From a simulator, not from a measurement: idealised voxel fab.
Module name: voxel wiring stack (process module)
cross-section cut | 180 nm wide | cells 5 nm
Notation: cross-section as square-cell grid; stated in bands, top first, going down; one or more cell rows per band.
Quick guide to a band line: top height, bottom height (nm) up front; then every material left to right with its width in nm. Only one material and it's marked "full width"? Then it fills the band edge to edge. And "blank" just means empty space.
Below 0: as-received wafer, all one material; heights counted from there. Lowest band: no bottom, goes on down, written "0 -> down".
You'd read "30 to 40" like this: the band's top row of cells is as wide as the first number, its bottom row is as wide as the second, and going down, every row changes width by the same amount as the row before did.
No cell of the cross-section changed in a step that is given as "nothing was modified".
This entry, "Completely sealed voids", enumerates those empty regions of no fewer than 8 cells that possess no open connection to the top. Each region is reported in the form width x height at distance, the distance being taken from the left edge, with all three quantities expressed in nm.
Whatever follows a step's settings on its line is a remark the simulator itself makes about that step.
For masked steps, "overlay nm" on the step line gives how far right of plan the mask actually lay; a minus sign means it lay to the left.

-- Planned step list for the process
1. RECEIVE (material Si)
2. CONFORMAL_DEP (material SiO2; thk nm 15)
3. DIRECTIONAL_DEP (material TiN; thk nm 5)
4. DIRECTIONAL_DEP (material W; thk nm 20)
5. DIRECTIONAL_DEP (material aC; thk nm 15)
6. PATTERN (tone cover; mask id METAL_1; material resist; width nm 30; pitch nm 50; thk nm 30; overlay nm 0)
7. DIRECTIONAL_ETCH (etch materials aC; depth nm 15)
8. STRIP (etch materials resist)
9. DIRECTIONAL_ETCH (etch materials W; depth nm 20)
10. DIRECTIONAL_ETCH (etch materials TiN; depth nm 5)
11. STRIP (etch materials aC)
12. CONFORMAL_DEP (material SiCN; thk nm 5)
13. FILL_DEP (material lowk; thk nm 10)
14. CMP (height nm 40)
15. CONFORMAL_DEP (material SiCN; thk nm 5)
16. DIRECTIONAL_DEP (material lowk; thk nm 30)
17. DIRECTIONAL_DEP (material aC; thk nm 15)
18. PATTERN (tone open; mask id METAL_2_HOLES; material resist; width nm 15; pitch nm 50; thk nm 35; overlay nm 0)
19. DIRECTIONAL_ETCH (etch materials aC; depth nm 15)
20. STRIP (etch materials resist)
21. DIRECTIONAL_ETCH (etch materials lowk; depth nm 30)
22. STRIP (etch materials aC)
23. MASKED_ETCH (tone open; mask id METAL_2; width nm 30; pitch nm 50; etch materials lowk; depth nm 15; overlay nm 0)
24. MASKED_ETCH (tone open; mask id METAL_2; width nm 30; pitch nm 50; etch materials SiCN; depth nm 5; overlay nm 0)
25. CONFORMAL_DEP (material TiN; thk nm 5)
26. FILL_DEP (material Cu; thk nm 5)
27. CMP (height nm 75)
28. CONFORMAL_DEP (material SiCN; thk nm 5)
29. DIRECTIONAL_DEP (material SiO2; thk nm 20)
30. DIRECTIONAL_DEP (material aC; thk nm 15)
31. PATTERN (tone open; mask id PLUG_2; material resist; width nm 15; pitch nm 100; thk nm 30; overlay nm 0)
32. DIRECTIONAL_ETCH (etch materials aC; depth nm 15)
33. STRIP (etch materials resist)
34. DIRECTIONAL_ETCH (etch materials SiO2; depth nm 20)
35. DIRECTIONAL_ETCH (etch materials SiCN; depth nm 5)
36. STRIP (etch materials aC)
37. CONFORMAL_DEP (material TiN; thk nm 5)
38. FILL_DEP (material W; thk nm 10)
39. CMP (height nm 100)
40. CONFORMAL_DEP (material SiN; thk nm 5)
41. DIRECTIONAL_DEP (material SiO2; thk nm 25)
42. DIRECTIONAL_DEP (material aC; thk nm 10)
43. PATTERN (tone open; mask id METAL_3; material resist; width nm 30; pitch nm 50; thk nm 25; overlay nm 0)
44. DIRECTIONAL_ETCH (etch materials aC; depth nm 10)
45. STRIP (etch materials resist)
46. DIRECTIONAL_ETCH (etch materials SiO2; depth nm 25)
47. DIRECTIONAL_ETCH (etch materials SiN; depth nm 5)
48. STRIP (etch materials aC)
49. CONFORMAL_DEP (material TiN; thk nm 5)
50. FILL_DEP (material Cu; thk nm 5)
51. CMP (height nm 130)
52. EPI (material Ru; thk nm 5)
53. FILL_DEP (material SiCN; thk nm 5)
54. DIRECTIONAL_DEP (material SiO2; thk nm 15)
55. MASKED_ETCH (tone open; mask id PLUG_3; width nm 15; pitch nm 50; etch materials SiO2; depth nm 15; overlay nm 0)
56. MASKED_ETCH (tone open; mask id PLUG_3; width nm 15; pitch nm 50; etch materials SiCN; depth nm 5; overlay nm 0)
57. CONFORMAL_DEP (material TiN; thk nm 5)
58. FILL_DEP (material Cu; thk nm 10)
59. CMP (height nm 155)
60. CONFORMAL_DEP (material SiN; thk nm 5)
61. DIRECTIONAL_DEP (material lowk; thk nm 20)
62. PATTERN (tone open; mask id METAL_4; material resist; width nm 30; pitch nm 50; thk nm 15; overlay nm 0)
63. DIRECTIONAL_ETCH (etch materials lowk; depth nm 20)
64. DIRECTIONAL_ETCH (etch materials SiN; depth nm 5)
65. STRIP (etch materials resist)
66. CONFORMAL_DEP (material TiN; thk nm 5)
67. FILL_DEP (material W; thk nm 10)
68. CMP (height nm 180)
69. CONFORMAL_DEP (material SiCN; thk nm 5)

-- as received, after step 1
0 -> down: Si full width
Completely sealed voids: none

-- Cross-section at module end, one run error; start and plan unchanged from above
185 -> 180: SiCN full width
180 -> 160: 25 of lowk  5 of TiN  20 of W  5 of TiN  20 of lowk  5 of TiN  20 of W  5 of TiN  20 of lowk  5 of TiN  20 of W  5 of TiN  25 of lowk
160 -> 155: 25 of SiN  30 of TiN  20 of SiN  30 of TiN  20 of SiN  30 of TiN  25 of SiN
155 -> 140: 25 of SiO2  5 of TiN  5 of Cu  5 of TiN  35 of SiO2  5 of TiN  5 of Cu  5 of TiN  35 of SiO2  5 of TiN  5 of Cu  5 of TiN  40 of SiO2
140 -> 135: 25 of SiCN  15 of TiN  35 of SiCN  15 of TiN  35 of SiCN  15 of TiN  40 of SiCN
135 -> 130: 20 of SiCN  40 of Ru  10 of SiCN  40 of Ru  10 of SiCN  40 of Ru  20 of SiCN
130 -> 105: 25 of SiO2  5 of TiN  20 of Cu  5 of TiN  20 of SiO2  5 of TiN  20 of Cu  5 of TiN  20 of SiO2  5 of TiN  20 of Cu  5 of TiN  25 of SiO2
105 -> 100: 25 of SiN  30 of TiN  20 of SiN  30 of TiN  20 of SiN  30 of TiN  25 of SiN
100 -> 80: 25 of SiO2  5 of TiN  5 of W  5 of TiN  85 of SiO2  5 of TiN  5 of W  5 of TiN  40 of SiO2
80 -> 75: 25 of SiCN  15 of TiN  85 of SiCN  15 of TiN  40 of SiCN
75 -> 45: 25 of lowk  5 of TiN  20 of Cu  5 of TiN  20 of lowk  5 of TiN  20 of Cu  5 of TiN  20 of lowk  5 of TiN  20 of Cu  5 of TiN  25 of lowk
45 -> 40: 25 of SiCN  30 of TiN  20 of SiCN  30 of TiN  20 of SiCN  30 of TiN  25 of SiCN
40 -> 20: 20 of lowk  5 of SiCN  30 of W  5 of SiCN  10 of lowk  5 of SiCN  30 of W  5 of SiCN  10 of lowk  5 of SiCN  30 of W  5 of SiCN  20 of lowk
20 -> 15: 25 of SiCN  30 of TiN  20 of SiCN  30 of TiN  20 of SiCN  30 of TiN  25 of SiCN
15 -> 0: SiO2 full width
0 -> down: Si full width
Completely sealed voids: none
Which mistake was made when the wafer was run? plan step 23 was conducted twice
